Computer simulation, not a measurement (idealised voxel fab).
process module | voxel ribs on slabs
cross-section cut | 190 nm wide | cells 5 nm
A cross-section is a grid of square cells, given in bands from the top down. A band is one or more rows of cells.
Each band's line starts with the height of the band's top and of its bottom, in nm. Then come its materials from left to right, each with its width in nm. One material with "throughout" fills the band from edge to edge. "air" is empty space.
Height 0 is the level under which the wafer as received is all one material. The lowest band goes on downwards, as in "0 down".
A width such as "30 to 40" changes by the same amount from each row of cells to the next, from the band's top row to its bottom row.
"no change" after a step means that no cell of the cross-section changed.
closed voids: empty space of 8 cells or more with no open way to the top, each as width x height at its distance from the left edge, in nm
after a step's settings: what the simulator itself notes on the step
overlay nm, on a step with a mask: how far to the right of its planned place the mask lay; to the left if negative
plan
1 op RECEIVE | material Si
2 op DIRECTIONAL_DEP | material SiO2 | thk nm 30
3 op DIRECTIONAL_DEP | material polySi | thk nm 20
4 op PATTERN | tone cover | mask id RIB | material resist | width nm 30 | thk nm 20 | overlay nm 0
5 op DIRECTIONAL_ETCH | etch materials polySi | depth nm 15
6 op STRIP | etch materials resist
7 op PATTERN | tone cover | mask id SLAB | material resist | width nm 80 | thk nm 15 | overlay nm 0
8 op DIRECTIONAL_ETCH | etch materials polySi | depth nm 5
9 op STRIP | etch materials resist
10 op FILL_DEP | material SiO2 | thk nm 20
11 op CMP | height nm 60
12 op DIRECTIONAL_DEP | material W | thk nm 5
13 op MASKED_ETCH | tone cover | mask id HEATER | width nm 40 | etch materials W | depth nm 5 | overlay nm 0
14 op CONFORMAL_DEP | material SiO2 | thk nm 5
as received, after step 1
  0 down: Si throughout
  closed voids: none
a wafer at the end: this start, this plan, one mistake
  70 to 65: air 70 | SiO2 50 | air 70
  65 to 60: SiO2 75 | W 40 | SiO2 75
  60 to 20: SiO2 throughout
  20 to 0: polySi throughout
  0 down: Si throughout
  closed voids: none
what went wrong: steps 2 and 3 were swapped
